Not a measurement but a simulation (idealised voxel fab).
Process module, titled voxel wiring stack
cross-section cut | 175 nm wide | cells 5 nm
Just so we're on the same page, the cross-sections are grids of square cells, and they're listed out in bands top to bottom, each band one or more rows deep. Heads up on the band format: heights come first, top then bottom, in nm. After that it's the materials left to right, each with its width in nm. A single material flagged "throughout" fills the whole band edge to edge, and "empty" means there's empty space there. Height is counted from the level 0, under which the received wafer is composed throughout of one material. The lowest of the bands is not closed at the bottom but continues downward, in the notation "top 0, no bottom". The two numbers in a width such as "30 to 40" mark its ends across the band: the first belongs to the top row of cells, the second to the bottom row, and from each row to the next the width moves by the same amount. It should be understood that the words "nothing changed", when stated for a given step, signify that the cross-section underwent no change in any of its cells during that step. In "Enclosed void catalog" the enclosed voids are listed, meaning empty spaces of 8 cells or larger without any opening to the top. The form is width x height at distance, distance from the left edge, units nm. Heads up: the bit after the settings on a step's line is the simulator's remark on that step. Steps that use a mask can have "overlay nm" on their line. It says how far the mask sat to the right of where it was meant to be. Negative means to the left.
-- Steps in the process plan
1) RECEIVE | material Si
2) CONFORMAL_DEP | material SiO2 | thk nm 15
3) DIRECTIONAL_DEP | material TiN | thk nm 5
4) DIRECTIONAL_DEP | material Ru | thk nm 25
5) DIRECTIONAL_DEP | material aC | thk nm 15
6) PATTERN | tone cover | mask id METAL_1 | material resist | width nm 30 | pitch nm 50 | thk nm 30 | overlay nm 0
7) DIRECTIONAL_ETCH | etch materials aC | depth nm 15
8) STRIP | etch materials resist
9) DIRECTIONAL_ETCH | etch materials Ru | depth nm 25
10) DIRECTIONAL_ETCH | etch materials TiN | depth nm 5
11) STRIP | etch materials aC
12) FILL_DEP | material lowk | thk nm 10
13) CMP | height nm 45
14) CONFORMAL_DEP | material SiCN | thk nm 5
15) DIRECTIONAL_DEP | material SiO2 | thk nm 30
16) MASKED_ETCH | tone open | mask id METAL_2 | width nm 30 | pitch nm 50 | etch materials SiO2 | depth nm 15 | overlay nm 0
17) PATTERN | tone open | mask id METAL_2_HOLES | material resist | width nm 15 | pitch nm 50 | thk nm 20 | overlay nm 0
18) DIRECTIONAL_ETCH | etch materials SiO2 | depth nm 15
19) DIRECTIONAL_ETCH | etch materials SiCN | depth nm 5
20) STRIP | etch materials resist
21) CONFORMAL_DEP | material TiN | thk nm 5
22) FILL_DEP | material Ru | thk nm 10
23) CMP | height nm 80
24) CONFORMAL_DEP | material SiCN | thk nm 5
25) DIRECTIONAL_DEP | material lowk | thk nm 10
26) PATTERN | tone open | mask id PLUG_2 | material resist | width nm 15 | thk nm 20 | overlay nm 0
27) DIRECTIONAL_ETCH | etch materials lowk | depth nm 10
28) DIRECTIONAL_ETCH | etch materials SiCN | depth nm 5
29) STRIP | etch materials resist
30) EPI | material Ru | thk nm 10
31) EPI | material Ru | thk nm 5
32) DIRECTIONAL_DEP | material TiN | thk nm 5
33) DIRECTIONAL_DEP | material Ru | thk nm 20
34) DIRECTIONAL_DEP | material aC | thk nm 10
35) PATTERN | tone cover | mask id METAL_3 | material resist | width nm 30 | pitch nm 50 | thk nm 30 | overlay nm 0
36) DIRECTIONAL_ETCH | etch materials aC | depth nm 10
37) STRIP | etch materials resist
38) DIRECTIONAL_ETCH | etch materials Ru | depth nm 20
39) DIRECTIONAL_ETCH | etch materials TiN | depth nm 5
40) STRIP | etch materials aC
41) FILL_DEP | material lowk | thk nm 5
42) CMP | height nm 120
43) CONFORMAL_DEP | material SiCN | thk nm 5
-- This is the cross-section of the wafer as we received it, i.e. after step 1
  top 0, no bottom = Si throughout
  Enclosed void catalog: none
-- Starting structure and process plan are as shown above, but one mistake was made in running the module; the wafer cross-section at the end of the module follows
  top 125, bottom 120 = SiCN throughout
  top 120, bottom 100 = 45 nm lowk  30 nm Ru  20 nm lowk  30 nm Ru  50 nm lowk
  top 100, bottom 95 = 45 nm lowk  30 nm TiN  20 nm lowk  30 nm TiN  50 nm lowk
  top 95, bottom 85 = 45 nm lowk  15 nm Ru  115 nm lowk
  top 85, bottom 80 = 45 nm SiCN  15 nm Ru  115 nm SiCN
  top 80, bottom 70 = 45 nm SiO2  5 nm TiN  20 nm Ru  5 nm TiN  20 nm SiO2  5 nm TiN  20 nm Ru  5 nm TiN  50 nm SiO2
  top 70, bottom 65 = 45 nm SiO2  5 nm TiN  5 nm Ru  20 nm TiN  20 nm SiO2  5 nm TiN  5 nm Ru  20 nm TiN  50 nm SiO2
  top 65, bottom 50 = 45 nm SiO2  5 nm TiN  5 nm Ru  5 nm TiN  35 nm SiO2  5 nm TiN  5 nm Ru  5 nm TiN  65 nm SiO2
  top 50, bottom 45 = 45 nm SiCN  15 nm TiN  35 nm SiCN  15 nm TiN  65 nm SiCN
  top 45, bottom 35 = 45 nm lowk  30 nm Ru  20 nm lowk  30 nm Ru  50 nm lowk
  top 35, bottom 30 = 45 nm lowk  30 nm TiN  20 nm lowk  30 nm TiN  50 nm lowk
  top 30, bottom 0 = SiO2 throughout
  top 0, no bottom = Si throughout
  Enclosed void catalog: none
what went wrong: in the plan, step 2 was performed twice
